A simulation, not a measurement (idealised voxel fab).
The following is a process module called voxel wiring stack.
This is section cut - it's 300 nm across, gridded in 5 nm square cells.
The cross-sections in this document take the form of a grid made of square cells. They are written out as bands, in order from top to bottom. Each band consists of one or more rows of cells. The entry gives the band's vertical extent as a top height and a bottom height in nm, then its horizontal make-up as materials from left to right, each with a width in nm. "empty" stands for empty space; a single material marked "full width" fills the band edge to edge. Heights are measured from 0, the level below which the as-received wafer is all one material; the lowest band has no bottom and continues downward, written as in "0 and below". It should be noted that a width expressed as "30..40" varies in equal increments from row to row of cells within the band, taking the value of the first number at the top row and that of the second number at the bottom row. When a step is marked "everything unchanged", none of the cells in the cross-section changed during that step. Entry "Sealed void listing". Content: empty spaces with no open connection to the top, size 8 cells or greater. Each: width x height at distance. Distance: from left edge. Unit: nm. Post-settings text on a step line: simulator's own remark regarding the step. overlay nm: on a step with a mask, how far right of its planned place the mask lay; negative means left.

# Process steps - plan
1. RECEIVE [material Si]
2. CONFORMAL_DEP [material SiO2] [thk nm 15]
3. DIRECTIONAL_DEP [material TiN] [thk nm 5]
4. DIRECTIONAL_DEP [material Ru] [thk nm 20]
5. PATTERN [tone cover] [mask id METAL_1] [material resist] [width nm 20] [pitch nm 35] [thk nm 20] [overlay nm 0]
6. DIRECTIONAL_ETCH [etch materials Ru] [depth nm 25]
7. DIRECTIONAL_ETCH [etch materials TiN] [depth nm 5]
8. STRIP [etch materials resist]
9. FILL_DEP [material SiO2] [thk nm 5]
10. CMP [height nm 45]
11. CONFORMAL_DEP [material SiCN] [thk nm 5]
12. DIRECTIONAL_DEP [material SiO2] [thk nm 30]
13. PATTERN [tone open] [mask id METAL_2_HOLES] [material resist] [width nm 15] [pitch nm 35] [thk nm 20] [overlay nm 0]
14. DIRECTIONAL_ETCH [etch materials SiO2] [depth nm 30]
15. STRIP [etch materials resist]
16. PATTERN [tone open] [mask id METAL_2] [material resist] [width nm 20] [pitch nm 35] [thk nm 20] [overlay nm 0]
17. DIRECTIONAL_ETCH [etch materials SiO2] [depth nm 15]
18. DIRECTIONAL_ETCH [etch materials SiCN] [depth nm 5]
19. STRIP [etch materials resist]
20. CONFORMAL_DEP [material TiN] [thk nm 5]
21. FILL_DEP [material Cu] [thk nm 10]
22. CMP [height nm 80]
23. CONFORMAL_DEP [material SiCN] [thk nm 5]
24. DIRECTIONAL_DEP [material SiO2] [thk nm 10]
25. MASKED_ETCH [tone open] [mask id PLUG_2] [width nm 15] [pitch nm 35] [etch materials SiO2] [depth nm 10] [overlay nm 0]
26. MASKED_ETCH [tone open] [mask id PLUG_2] [width nm 15] [pitch nm 35] [etch materials SiCN] [depth nm 5] [overlay nm 0]
27. EPI [material Ru] [thk nm 10]
28. EPI [material Ru] [thk nm 5]
29. DIRECTIONAL_DEP [material TiN] [thk nm 5]
30. DIRECTIONAL_DEP [material Ru] [thk nm 20]
31. MASKED_ETCH [tone cover] [mask id METAL_3] [width nm 20] [pitch nm 35] [etch materials Ru] [depth nm 20] [overlay nm 0]
32. MASKED_ETCH [tone cover] [mask id METAL_3] [width nm 20] [pitch nm 35] [etch materials TiN] [depth nm 5] [overlay nm 0]
33. FILL_DEP [material SiO2] [thk nm 10]
34. CMP [height nm 120]
35. CONFORMAL_DEP [material SiCN] [thk nm 5]
36. DIRECTIONAL_DEP [material SiO2] [thk nm 20]
37. DIRECTIONAL_DEP [material aC] [thk nm 10]
38. PATTERN [tone open] [mask id PLUG_3] [material resist] [width nm 15] [pitch nm 35] [thk nm 25] [overlay nm 0]
39. DIRECTIONAL_ETCH [etch materials aC] [depth nm 10]
40. STRIP [etch materials resist]
41. DIRECTIONAL_ETCH [etch materials SiO2] [depth nm 20]
42. DIRECTIONAL_ETCH [etch materials SiCN] [depth nm 5]
43. STRIP [etch materials aC]
44. CONFORMAL_DEP [material TiN] [thk nm 5]
45. FILL_DEP [material Cu] [thk nm 10]
46. CMP [height nm 145]
47. DIRECTIONAL_DEP [material TiN] [thk nm 5]
48. DIRECTIONAL_DEP [material W] [thk nm 25]
49. MASKED_ETCH [tone cover] [mask id METAL_4] [width nm 20] [pitch nm 35] [etch materials W] [depth nm 25] [overlay nm 0]
50. MASKED_ETCH [tone cover] [mask id METAL_4] [width nm 20] [pitch nm 35] [etch materials TiN] [depth nm 5] [overlay nm 0]
51. CONFORMAL_DEP [material SiN] [thk nm 5]
52. FILL_DEP [material lowk] [thk nm 5]
53. CMP [height nm 175]
54. CONFORMAL_DEP [material SiN] [thk nm 5]
All wafers enter the flow in the same state. The thk nm at step 4 differs from wafer to wafer, and the plan gives the value for the first wafer.

# Cross-section of the first of several wafers on receipt, reflecting completion of step 1
0 and below = Si full width
Sealed void listing: none

# Wafer cross-section (first of several) - module end, post step 54 (last step)
180 down to 175 = SiN full width
175 down to 150 = 80 of lowk | 5 of SiN | 20 of W | 5 of SiN | 5 of lowk | 5 of SiN | 20 of W | 5 of SiN | 5 of lowk | 5 of SiN | 20 of W | 5 of SiN | 5 of lowk | 5 of SiN | 20 of W | 5 of SiN | 85 of lowk
150 down to 145 = 85 of SiN | 20 of TiN | 15 of SiN | 20 of TiN | 15 of SiN | 20 of TiN | 15 of SiN | 20 of TiN | 90 of SiN
145 down to 125 = 85 of SiO2 | 5 of TiN | 5 of Cu | 5 of TiN | 20 of SiO2 | 5 of TiN | 5 of Cu | 5 of TiN | 20 of SiO2 | 5 of TiN | 5 of Cu | 5 of TiN | 20 of SiO2 | 5 of TiN | 5 of Cu | 5 of TiN | 95 of SiO2
125 down to 120 = 85 of SiCN | 15 of TiN | 20 of SiCN | 15 of TiN | 20 of SiCN | 15 of TiN | 20 of SiCN | 15 of TiN | 95 of SiCN
120 down to 100 = 85 of SiO2 | 20 of Ru | 15 of SiO2 | 20 of Ru | 15 of SiO2 | 20 of Ru | 15 of SiO2 | 20 of Ru | 90 of SiO2
100 down to 95 = 85 of SiO2 | 20 of TiN | 15 of SiO2 | 20 of TiN | 15 of SiO2 | 20 of TiN | 15 of SiO2 | 20 of TiN | 90 of SiO2
95 down to 85 = 85 of SiO2 | 15 of Ru | 20 of SiO2 | 15 of Ru | 20 of SiO2 | 15 of Ru | 20 of SiO2 | 15 of Ru | 95 of SiO2
85 down to 80 = 85 of SiCN | 15 of Ru | 20 of SiCN | 15 of Ru | 20 of SiCN | 15 of Ru | 20 of SiCN | 15 of Ru | 95 of SiCN
80 down to 70 = 85 of SiO2 | 5 of TiN | 10 of Cu | 5 of TiN | 15 of SiO2 | 5 of TiN | 10 of Cu | 5 of TiN | 15 of SiO2 | 5 of TiN | 10 of Cu | 5 of TiN | 15 of SiO2 | 5 of TiN | 10 of Cu | 5 of TiN | 90 of SiO2
70 down to 65 = 85 of SiO2 | 5 of TiN | 5 of Cu | 10 of TiN | 15 of SiO2 | 5 of TiN | 5 of Cu | 10 of TiN | 15 of SiO2 | 5 of TiN | 5 of Cu | 10 of TiN | 15 of SiO2 | 5 of TiN | 5 of Cu | 10 of TiN | 90 of SiO2
65 down to 50 = 85 of SiO2 | 5 of TiN | 5 of Cu | 5 of TiN | 20 of SiO2 | 5 of TiN | 5 of Cu | 5 of TiN | 20 of SiO2 | 5 of TiN | 5 of Cu | 5 of TiN | 20 of SiO2 | 5 of TiN | 5 of Cu | 5 of TiN | 95 of SiO2
50 down to 45 = 85 of SiCN | 15 of TiN | 20 of SiCN | 15 of TiN | 20 of SiCN | 15 of TiN | 20 of SiCN | 15 of TiN | 95 of SiCN
45 down to 40 = SiO2 full width
40 down to 20 = 85 of SiO2 | 20 of Ru | 15 of SiO2 | 20 of Ru | 15 of SiO2 | 20 of Ru | 15 of SiO2 | 20 of Ru | 90 of SiO2
20 down to 15 = 85 of SiO2 | 20 of TiN | 15 of SiO2 | 20 of TiN | 15 of SiO2 | 20 of TiN | 15 of SiO2 | 20 of TiN | 90 of SiO2
15 down to 0 = SiO2 full width
0 and below = Si full width
Sealed void listing: none

# The module's end: a cross-section of the last wafer
180 down to 175 = SiN full width
175 down to 150 = 80 of lowk | 5 of SiN | 20 of W | 5 of SiN | 5 of lowk | 5 of SiN | 20 of W | 5 of SiN | 5 of lowk | 5 of SiN | 20 of W | 5 of SiN | 5 of lowk | 5 of SiN | 20 of W | 5 of SiN | 85 of lowk
150 down to 145 = 85 of SiN | 20 of TiN | 15 of SiN | 20 of TiN | 15 of SiN | 20 of TiN | 15 of SiN | 20 of TiN | 90 of SiN
145 down to 125 = 85 of SiO2 | 5 of TiN | 5 of Cu | 5 of TiN | 20 of SiO2 | 5 of TiN | 5 of Cu | 5 of TiN | 20 of SiO2 | 5 of TiN | 5 of Cu | 5 of TiN | 20 of SiO2 | 5 of TiN | 5 of Cu | 5 of TiN | 95 of SiO2
125 down to 120 = 85 of SiCN | 15 of TiN | 20 of SiCN | 15 of TiN | 20 of SiCN | 15 of TiN | 20 of SiCN | 15 of TiN | 95 of SiCN
120 down to 100 = 85 of SiO2 | 20 of Ru | 15 of SiO2 | 20 of Ru | 15 of SiO2 | 20 of Ru | 15 of SiO2 | 20 of Ru | 90 of SiO2
100 down to 95 = 85 of SiO2 | 20 of TiN | 15 of SiO2 | 20 of TiN | 15 of SiO2 | 20 of TiN | 15 of SiO2 | 20 of TiN | 90 of SiO2
95 down to 85 = 85 of SiO2 | 15 of Ru | 20 of SiO2 | 15 of Ru | 20 of SiO2 | 15 of Ru | 20 of SiO2 | 15 of Ru | 95 of SiO2
85 down to 80 = 85 of SiCN | 15 of Ru | 20 of SiCN | 15 of Ru | 20 of SiCN | 15 of Ru | 20 of SiCN | 15 of Ru | 95 of SiCN
80 down to 70 = 85 of SiO2 | 5 of TiN | 10 of Cu | 5 of TiN | 15 of SiO2 | 5 of TiN | 10 of Cu | 5 of TiN | 15 of SiO2 | 5 of TiN | 10 of Cu | 5 of TiN | 15 of SiO2 | 5 of TiN | 10 of Cu | 5 of TiN | 90 of SiO2
70 down to 65 = 85 of SiO2 | 5 of TiN | 5 of Cu | 10 of TiN | 15 of SiO2 | 5 of TiN | 5 of Cu | 10 of TiN | 15 of SiO2 | 5 of TiN | 5 of Cu | 10 of TiN | 15 of SiO2 | 5 of TiN | 5 of Cu | 10 of TiN | 90 of SiO2
65 down to 50 = 85 of SiO2 | 5 of TiN | 5 of Cu | 5 of TiN | 20 of SiO2 | 5 of TiN | 5 of Cu | 5 of TiN | 20 of SiO2 | 5 of TiN | 5 of Cu | 5 of TiN | 20 of SiO2 | 5 of TiN | 5 of Cu | 5 of TiN | 95 of SiO2
50 down to 45 = 85 of SiCN | 15 of TiN | 20 of SiCN | 15 of TiN | 20 of SiCN | 15 of TiN | 20 of SiCN | 15 of TiN | 95 of SiCN
45 down to 35 = 85 of SiO2 | 20 of Ru | 15 of SiO2 | 20 of Ru | 15 of SiO2 | 20 of Ru | 15 of SiO2 | 20 of Ru | 90 of SiO2
35 down to 20 = Ru full width
20 down to 15 = TiN full width
15 down to 0 = SiO2 full width
0 and below = Si full width
Sealed void listing: none

# Per wafer, end of module: cells gained (+) or lost (-) per material since receipt, then closed voids
thk nm 20, +48 Cu, +164 Ru, +144 SiCN, +144 SiN, +1244 SiO2, +156 TiN, +80 W, +180 lowk, Sealed void listing: none
thk nm 25, +48 Cu, +180 Ru, +144 SiCN, +144 SiN, +1228 SiO2, +156 TiN, +80 W, +180 lowk, Sealed void listing: none
thk nm 30, +48 Cu, +224 Ru, +144 SiCN, +144 SiN, +1140 SiO2, +200 TiN, +80 W, +180 lowk, Sealed void listing: none
thk nm 35, +48 Cu, +268 Ru, +144 SiCN, +144 SiN, +1096 SiO2, +200 TiN, +80 W, +180 lowk, Sealed void listing: none
thk nm 40, +48 Cu, +312 Ru, +144 SiCN, +144 SiN, +1052 SiO2, +200 TiN, +80 W, +180 lowk, Sealed void listing: none
